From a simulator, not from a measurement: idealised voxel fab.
The process module that follows is named voxel released beams.
Section cut is 140 nm wide and gridded with 5 nm square cells.
Cross-section spec: square-cell grid; bands listed top down; each band is one or more rows.
Basically the band line says how high the top is and how high the bottom is, in nm, and then what's in it from left to right, every material with its width in nm. Empty space shows up as "blank", and if a single material carries "throughout" it runs the full band edge to edge.
Measure heights from 0. That's the level where, below it, the as-received wafer is all one material. The lowest band is bottomless and extends downward; write it as in "from 0 down".
Per-row width for "30->40": begins at first number (top row of band), ends at second number (bottom row), increment between rows held constant.
The designation "left unchanged", where it is given for a processing step, indicates that no cell of the cross-section was altered in the course of that step.
Voids not open to the top, 8 cells minimum: see "Closed cavity list". Written width x height at distance; distance is from the left edge; nm.
Read whatever lies past the settings on a step's line as the simulator's own remark about the step.
overlay nm: on a step with a mask, how far right of its planned place the mask lay; negative means left.

List of planned process steps
1,RECEIVE,material Si
2,CONFORMAL_DEP,material SiN,thk nm 5
3,DIRECTIONAL_DEP,material SiO2,thk nm 10
4,DIRECTIONAL_DEP,material aC,thk nm 15
5,PATTERN,tone open,mask id ANCHOR,material resist,width nm 25,thk nm 30,overlay nm 0
6,DIRECTIONAL_ETCH,etch materials aC,depth nm 15
7,STRIP,etch materials resist
8,DIRECTIONAL_ETCH,etch materials SiO2,depth nm 10
9,STRIP,etch materials aC
10,CONFORMAL_DEP,material W,thk nm 10
11,MASKED_ETCH,tone cover,mask id BEAM,width nm 70,etch materials W,depth nm 10,overlay nm 0
12,STRIP,etch materials SiO2

So this is the incoming wafer in cross-section - it's already been through step 1
> from 0 down = Si throughout
> Closed cavity list: none

Result of the module, cross-sectioned: start per above, plan per above, one error in how it was run
> from 25 to 15 = blank=30, then W=40, then blank=70
> from 15 to 5 = blank=25, then W=10, then SiO2=25, then W=40, then blank=40
> from 5 to 0 = SiN throughout
> from 0 down = Si throughout
> Closed cavity list: none
Short version of what went wrong: step 5: run off-plan, actual operation and settings PATTERN,tone cover,mask id ANCHOR,material resist,width nm 25,thk nm 30,overlay nm 0
